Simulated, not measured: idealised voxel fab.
Module name: voxel ribs on slabs (process module)
In the cross-section labelled cut, the width is 190 nm and each square cell is 5 nm.
Square cells in a grid make up a cross-section in this document, and the grid is given as bands, listed from the top down, each one or more rows of cells.
Heads up on the band format: heights come first, top then bottom, in nm. After that it's the materials left to right, each with its width in nm. A single material flagged "full width" fills the whole band edge to edge, and "air" means there's empty space there.
Height datum 0, below which the as-received substrate wafer is one material. Lowest band open at the bottom, running downward: "0 nm and below".
The notation "30->40" denotes a width that varies across the rows of cells in the band, beginning at the first number in the top row, finishing at the second number in the bottom row, and changing by an identical amount from each row to the next.
Where the words "no alteration" appear for a step, the cross-section shows no cell changed by that step; every cell remained as before.
Look at "Enclosed voids" for the closed voids: empty spaces with no open path to the top, sized 8 cells or up. Each is width x height at distance, distance from the left edge, all nm.
On each step's line, the part that comes after the settings is the simulator's own comment on the step.
The line of a step may include "overlay nm". On a step with a mask, this value is how far to the right of its planned place the mask lay. A negative value means the mask lay to the left.

### The following list gives the planned process steps
step 1: RECEIVE (material Si)
step 2: DIRECTIONAL_DEP (material SiO2; thk nm 30)
step 3: DIRECTIONAL_DEP (material polySi; thk nm 20)
step 4: PATTERN (tone cover; mask id RIB; material resist; width nm 20; thk nm 20; overlay nm 0)
step 5: DIRECTIONAL_ETCH (etch materials polySi; depth nm 15)
step 6: STRIP (etch materials resist)
step 7: PATTERN (tone cover; mask id SLAB; material resist; width nm 80; thk nm 15; overlay nm 0)
step 8: DIRECTIONAL_ETCH (etch materials polySi; depth nm 5)
step 9: STRIP (etch materials resist)
step 10: FILL_DEP (material SiO2; thk nm 20)
step 11: CMP (height nm 60)
step 12: DIRECTIONAL_DEP (material W; thk nm 5)
step 13: MASKED_ETCH (tone cover; mask id HEATER; width nm 40; etch materials W; depth nm 5; overlay nm 0)
step 14: CONFORMAL_DEP (material SiO2; thk nm 5)
The plan's step 4 width nm is the first wafer's value; the wafers differ in this setting and start identical.

### Cross-section of the first of several wafers on receipt, reflecting completion of step 1
> 0 nm and below | Si full width
> Enclosed voids: none

### Wafer cross-section (first of several) - module end, post step 14 (last step)
> 70 nm to 65 nm | air 70 nm | SiO2 50 nm | air 70 nm
> 65 nm to 60 nm | SiO2 75 nm | W 40 nm | SiO2 75 nm
> 60 nm to 50 nm | SiO2 full width
> 50 nm to 35 nm | SiO2 85 nm | polySi 20 nm | SiO2 85 nm
> 35 nm to 30 nm | SiO2 55 nm | polySi 80 nm | SiO2 55 nm
> 30 nm to 0 nm | SiO2 full width
> 0 nm and below | Si full width
> Enclosed voids: none

### Cross-section of the final wafer among several, taken at the end of the module
> 70 nm to 65 nm | air 70 nm | SiO2 50 nm | air 70 nm
> 65 nm to 60 nm | SiO2 75 nm | W 40 nm | SiO2 75 nm
> 60 nm to 50 nm | SiO2 full width
> 50 nm to 35 nm | SiO2 75 nm | polySi 45 nm | SiO2 70 nm
> 35 nm to 30 nm | SiO2 55 nm | polySi 80 nm | SiO2 55 nm
> 30 nm to 0 nm | SiO2 full width
> 0 nm and below | Si full width
> Enclosed voids: none

### Here is how to read the rows: every wafer has a row, and it shows the wafer at the end of the module, giving for each material how many cells were gained (+) or lost (-) since the wafer was received, then listing its closed voids
width nm 20, +468 SiO2, +8 W, +28 polySi, Enclosed voids: none
width nm 25, +465 SiO2, +8 W, +31 polySi, Enclosed voids: none
width nm 30, +462 SiO2, +8 W, +34 polySi, Enclosed voids: none
width nm 35, +459 SiO2, +8 W, +37 polySi, Enclosed voids: none
width nm 40, +456 SiO2, +8 W, +40 polySi, Enclosed voids: none
width nm 45, +453 SiO2, +8 W, +43 polySi, Enclosed voids: none
